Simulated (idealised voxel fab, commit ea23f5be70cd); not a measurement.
process module | voxel wiring stack
cross-section cut | 180 nm wide | cells 5 nm
A cross-section is a grid of square cells, given in bands from the top down. A band is one or more rows of cells.
Each band's line starts with the height of the band's top and of its bottom, in nm. Then come its materials from left to right, each with its width in nm. One material with "throughout" fills the band from edge to edge. "air" is empty space.
Height 0 is the level under which the wafer as received is all one material. The lowest band goes on downwards, as in "0 down".
A width such as "30 to 40" changes by the same amount from each row of cells to the next, from the band's top row to its bottom row.
"no change" after a step means that no cell of the cross-section changed.
closed voids: empty space of 8 cells or more with no open way to the top, each as width x height at its distance from the left edge, in nm
after a step's settings: what the simulator itself notes on the step
overlay nm, on a step with a mask: how far to the right of its planned place the mask lay; to the left if negative
plan
1 op RECEIVE | material Si
2 op CONFORMAL_DEP | material SiO2 | thk nm 15
3 op DIRECTIONAL_DEP | material TiN | thk nm 5
4 op DIRECTIONAL_DEP | material W | thk nm 20
5 op DIRECTIONAL_DEP | material aC | thk nm 10
6 op PATTERN | tone cover | mask id METAL_1 | material resist | width nm 30 | pitch nm 60 | thk nm 25 | overlay nm 0
7 op DIRECTIONAL_ETCH | etch materials aC | depth nm 10
8 op STRIP | etch materials resist
9 op DIRECTIONAL_ETCH | etch materials W | depth nm 20
10 op DIRECTIONAL_ETCH | etch materials TiN | depth nm 5
11 op STRIP | etch materials aC
12 op FILL_DEP | material lowk | thk nm 5
13 op CMP | height nm 40
14 op CONFORMAL_DEP | material SiCN | thk nm 5
15 op DIRECTIONAL_DEP | material SiO2 | thk nm 20
16 op DIRECTIONAL_DEP | material aC | thk nm 15
17 op PATTERN | tone open | mask id PLUG_1 | material resist | width nm 15 | pitch nm 60 | thk nm 35 | overlay nm 0
18 op DIRECTIONAL_ETCH | etch materials aC | depth nm 15
19 op STRIP | etch materials resist
20 op DIRECTIONAL_ETCH | etch materials SiO2 | depth nm 20
21 op DIRECTIONAL_ETCH | etch materials SiCN | depth nm 5
22 op STRIP | etch materials aC
23 op EPI | material Ru | thk nm 10
24 op EPI | material Ru | thk nm 10
25 op EPI | material Ru | thk nm 5
26 op DIRECTIONAL_DEP | material TiN | thk nm 5
27 op DIRECTIONAL_DEP | material Ru | thk nm 15
28 op MASKED_ETCH | tone cover | mask id METAL_2 | width nm 30 | pitch nm 60 | etch materials Ru | depth nm 15 | overlay nm 0
29 op MASKED_ETCH | tone cover | mask id METAL_2 | width nm 30 | pitch nm 60 | etch materials TiN | depth nm 5 | overlay nm 0
30 op CONFORMAL_DEP | material SiCN | thk nm 5
31 op FILL_DEP | material lowk | thk nm 5
32 op CMP | height nm 85
33 op CONFORMAL_DEP | material SiCN | thk nm 5
first wafer, as planned
as received, after step 1
  0 down: Si throughout
  closed voids: none
after step 2
  15 to 0: SiO2 throughout
  below 0: unchanged
after step 3
  20 to 15: TiN throughout
  below 15: unchanged
after step 4
  40 to 20: W throughout
  below 20: unchanged
after step 5
  50 to 40: aC throughout
  below 40: unchanged
after step 6
  75 to 50: air 15 | resist 30 | air 30 | resist 30 | air 30 | resist 30 | air 15
  below 50: unchanged
after step 7
  65 to 50: air 15 | resist 30 | air 30 | resist 30 | air 30 | resist 30 | air 15
  50 to 40: air 15 | aC 30 | air 30 | aC 30 | air 30 | aC 30 | air 15
  below 40: unchanged
after step 8
  50 to 40: air 15 | aC 30 | air 30 | aC 30 | air 30 | aC 30 | air 15
  below 40: unchanged
after step 9
  50 to 40: air 15 | aC 30 | air 30 | aC 30 | air 30 | aC 30 | air 15
  40 to 20: air 15 | W 30 | air 30 | W 30 | air 30 | W 30 | air 15
  below 20: unchanged
after step 10
  50 to 40: air 15 | aC 30 | air 30 | aC 30 | air 30 | aC 30 | air 15
  40 to 20: air 15 | W 30 | air 30 | W 30 | air 30 | W 30 | air 15
  20 to 15: air 15 | TiN 30 | air 30 | TiN 30 | air 30 | TiN 30 | air 15
  below 15: unchanged
after step 11
  40 to 20: air 15 | W 30 | air 30 | W 30 | air 30 | W 30 | air 15
  below 20: unchanged
after step 12
  45 to 40: lowk throughout
  40 to 20: lowk 15 | W 30 | lowk 30 | W 30 | lowk 30 | W 30 | lowk 15
  20 to 15: lowk 15 | TiN 30 | lowk 30 | TiN 30 | lowk 30 | TiN 30 | lowk 15
  below 15: unchanged
after step 13
  40 to 20: lowk 15 | W 30 | lowk 30 | W 30 | lowk 30 | W 30 | lowk 15
  below 20: unchanged
after step 14
  45 to 40: SiCN throughout
  below 40: unchanged
after step 15
  65 to 45: SiO2 throughout
  below 45: unchanged
after step 16
  80 to 65: aC throughout
  below 65: unchanged
after step 17
  115 to 80: resist 15 | air 15 | resist 45 | air 15 | resist 45 | air 15 | resist 30
  below 80: unchanged
after step 18
  100 to 80: resist 15 | air 15 | resist 45 | air 15 | resist 45 | air 15 | resist 30
  80 to 65: aC 15 | air 15 | aC 45 | air 15 | aC 45 | air 15 | aC 30
  below 65: unchanged
after step 19
  80 to 65: aC 15 | air 15 | aC 45 | air 15 | aC 45 | air 15 | aC 30
  below 65: unchanged
after step 20
  80 to 65: aC 15 | air 15 | aC 45 | air 15 | aC 45 | air 15 | aC 30
  65 to 45: SiO2 15 | air 15 | SiO2 45 | air 15 | SiO2 45 | air 15 | SiO2 30
  below 45: unchanged
after step 21
  80 to 65: aC 15 | air 15 | aC 45 | air 15 | aC 45 | air 15 | aC 30
  65 to 45: SiO2 15 | air 15 | SiO2 45 | air 15 | SiO2 45 | air 15 | SiO2 30
  45 to 40: SiCN 15 | air 15 | SiCN 45 | air 15 | SiCN 45 | air 15 | SiCN 30
  below 40: unchanged
after step 22
  65 to 45: SiO2 15 | air 15 | SiO2 45 | air 15 | SiO2 45 | air 15 | SiO2 30
  below 45: unchanged
after step 23
  65 to 50: SiO2 15 | air 15 | SiO2 45 | air 15 | SiO2 45 | air 15 | SiO2 30
  50 to 45: SiO2 15 | Ru 15 | SiO2 45 | Ru 15 | SiO2 45 | Ru 15 | SiO2 30
  45 to 40: SiCN 15 | Ru 15 | SiCN 45 | Ru 15 | SiCN 45 | Ru 15 | SiCN 30
  below 40: unchanged
after step 24
  65 to 60: SiO2 15 | air 15 | SiO2 45 | air 15 | SiO2 45 | air 15 | SiO2 30
  60 to 45: SiO2 15 | Ru 15 | SiO2 45 | Ru 15 | SiO2 45 | Ru 15 | SiO2 30
  below 45: unchanged
after step 25
  65 to 45: SiO2 15 | Ru 15 | SiO2 45 | Ru 15 | SiO2 45 | Ru 15 | SiO2 30
  below 45: unchanged
after step 26
  70 to 65: TiN throughout
  below 65: unchanged
after step 27
  85 to 70: Ru throughout
  below 70: unchanged
after step 28
  85 to 70: air 15 | Ru 30 | air 30 | Ru 30 | air 30 | Ru 30 | air 15
  below 70: unchanged
after step 29
  85 to 70: air 15 | Ru 30 | air 30 | Ru 30 | air 30 | Ru 30 | air 15
  70 to 65: air 15 | TiN 30 | air 30 | TiN 30 | air 30 | TiN 30 | air 15
  below 65: unchanged
after step 30
  90 to 85: air 10 | SiCN 40 | air 20 | SiCN 40 | air 20 | SiCN 40 | air 10
  85 to 70: air 10 | SiCN 5 | Ru 30 | SiCN 5 | air 20 | SiCN 5 | Ru 30 | SiCN 5 | air 20 | SiCN 5 | Ru 30 | SiCN 5 | air 10
  70 to 65: SiCN 15 | TiN 30 | SiCN 30 | TiN 30 | SiCN 30 | TiN 30 | SiCN 15
  below 65: unchanged
after step 31
  95 to 90: lowk throughout
  90 to 85: lowk 10 | SiCN 40 | lowk 20 | SiCN 40 | lowk 20 | SiCN 40 | lowk 10
  85 to 70: lowk 10 | SiCN 5 | Ru 30 | SiCN 5 | lowk 20 | SiCN 5 | Ru 30 | SiCN 5 | lowk 20 | SiCN 5 | Ru 30 | SiCN 5 | lowk 10
  below 70: unchanged
after step 32
  85 to 70: lowk 10 | SiCN 5 | Ru 30 | SiCN 5 | lowk 20 | SiCN 5 | Ru 30 | SiCN 5 | lowk 20 | SiCN 5 | Ru 30 | SiCN 5 | lowk 10
  below 70: unchanged
after step 33
  90 to 85: SiCN throughout
  below 85: unchanged
second wafer: like start, like plan, one mistake. Through step 21 it matches the first wafer
when step 22 should have ended
  80 to 65: aC 15 | air 15 | aC 45 | air 15 | aC 45 | air 15 | aC 30
  65 to 45: SiO2 15 | air 15 | SiO2 45 | air 15 | SiO2 45 | air 15 | SiO2 30
  45 to 40: SiCN 15 | air 15 | SiCN 45 | air 15 | SiCN 45 | air 15 | SiCN 30
  40 to 20: lowk 15 | air 30 | lowk 30 | air 30 | lowk 30 | air 30 | lowk 15
  below 20: unchanged
when step 23 should have ended
  80 to 65: aC 15 | air 15 | aC 45 | air 15 | aC 45 | air 15 | aC 30
  65 to 45: SiO2 15 | air 15 | SiO2 45 | air 15 | SiO2 45 | air 15 | SiO2 30
  45 to 40: SiCN 15 | air 15 | SiCN 45 | air 15 | SiCN 45 | air 15 | SiCN 30
  40 to 30: lowk 15 | air 30 | lowk 30 | air 30 | lowk 30 | air 30 | lowk 15
  30 to 20: lowk 15 | Ru 30 | lowk 30 | Ru 30 | lowk 30 | Ru 30 | lowk 15
  below 20: unchanged
when step 24 should have ended
  80 to 65: aC 15 | air 15 | aC 45 | air 15 | aC 45 | air 15 | aC 30
  65 to 45: SiO2 15 | air 15 | SiO2 45 | air 15 | SiO2 45 | air 15 | SiO2 30
  45 to 40: SiCN 15 | air 15 | SiCN 45 | air 15 | SiCN 45 | air 15 | SiCN 30
  40 to 20: lowk 15 | Ru 30 | lowk 30 | Ru 30 | lowk 30 | Ru 30 | lowk 15
  below 20: unchanged
when step 25 should have ended
  80 to 65: aC 15 | air 15 | aC 45 | air 15 | aC 45 | air 15 | aC 30
  65 to 45: SiO2 15 | air 15 | SiO2 45 | air 15 | SiO2 45 | air 15 | SiO2 30
  45 to 40: SiCN 15 | Ru 15 | SiCN 45 | Ru 15 | SiCN 45 | Ru 15 | SiCN 30
  below 40: unchanged
when step 26 should have ended
  85 to 80: TiN 15 | air 15 | TiN 45 | air 15 | TiN 45 | air 15 | TiN 30
  80 to 65: aC 15 | air 15 | aC 45 | air 15 | aC 45 | air 15 | aC 30
  65 to 50: SiO2 15 | air 15 | SiO2 45 | air 15 | SiO2 45 | air 15 | SiO2 30
  50 to 45: SiO2 15 | TiN 15 | SiO2 45 | TiN 15 | SiO2 45 | TiN 15 | SiO2 30
  below 45: unchanged
when step 27 should have ended
  100 to 85: Ru 15 | air 15 | Ru 45 | air 15 | Ru 45 | air 15 | Ru 30
  85 to 80: TiN 15 | air 15 | TiN 45 | air 15 | TiN 45 | air 15 | TiN 30
  80 to 65: aC 15 | air 15 | aC 45 | air 15 | aC 45 | air 15 | aC 30
  65 to 50: SiO2 15 | Ru 15 | SiO2 45 | Ru 15 | SiO2 45 | Ru 15 | SiO2 30
  below 50: unchanged
when step 28 should have ended
  100 to 85: air 30 | Ru 15 | air 45 | Ru 15 | air 45 | Ru 15 | air 15
  below 85: unchanged
when step 29 should have ended
  100 to 85: air 30 | Ru 15 | air 45 | Ru 15 | air 45 | Ru 15 | air 15
  85 to 80: air 30 | TiN 15 | air 45 | TiN 15 | air 45 | TiN 15 | air 15
  below 80: unchanged
when step 30 should have ended
  105 to 100: air 25 | SiCN 25 | air 35 | SiCN 25 | air 35 | SiCN 25 | air 10
  100 to 85: air 25 | SiCN 5 | Ru 15 | SiCN 5 | air 35 | SiCN 5 | Ru 15 | SiCN 5 | air 35 | SiCN 5 | Ru 15 | SiCN 5 | air 10
  85 to 80: SiCN 20 | air 5 | SiCN 5 | TiN 15 | SiCN 35 | air 5 | SiCN 5 | TiN 15 | SiCN 35 | air 5 | SiCN 5 | TiN 15 | SiCN 15
  80 to 70: aC 15 | SiCN 5 | air 5 | SiCN 5 | aC 45 | SiCN 5 | air 5 | SiCN 5 | aC 45 | SiCN 5 | air 5 | SiCN 5 | aC 30
  70 to 65: aC 15 | SiCN 15 | aC 45 | SiCN 15 | aC 45 | SiCN 15 | aC 30
  below 65: unchanged
when step 31 should have ended
  110 to 105: lowk throughout
  105 to 100: lowk 25 | SiCN 25 | lowk 35 | SiCN 25 | lowk 35 | SiCN 25 | lowk 10
  100 to 85: lowk 25 | SiCN 5 | Ru 15 | SiCN 5 | lowk 35 | SiCN 5 | Ru 15 | SiCN 5 | lowk 35 | SiCN 5 | Ru 15 | SiCN 5 | lowk 10
  85 to 80: SiCN 20 | lowk 5 | SiCN 5 | TiN 15 | SiCN 35 | lowk 5 | SiCN 5 | TiN 15 | SiCN 35 | lowk 5 | SiCN 5 | TiN 15 | SiCN 15
  80 to 70: aC 15 | SiCN 5 | lowk 5 | SiCN 5 | aC 45 | SiCN 5 | lowk 5 | SiCN 5 | aC 45 | SiCN 5 | lowk 5 | SiCN 5 | aC 30
  below 70: unchanged
when step 32 should have ended
  85 to 80: SiCN 20 | lowk 5 | SiCN 5 | TiN 15 | SiCN 35 | lowk 5 | SiCN 5 | TiN 15 | SiCN 35 | lowk 5 | SiCN 5 | TiN 15 | SiCN 15
  below 80: unchanged
when step 33 should have ended
  90 to 85: SiCN throughout
  below 85: unchanged
what went wrong: step 22 ran as: op STRIP | etch materials W
at the end the second wafer has, in cells: 9 more of Ru | 9 more of SiCN | 72 fewer of W | 81 more of aC | 27 fewer of lowk
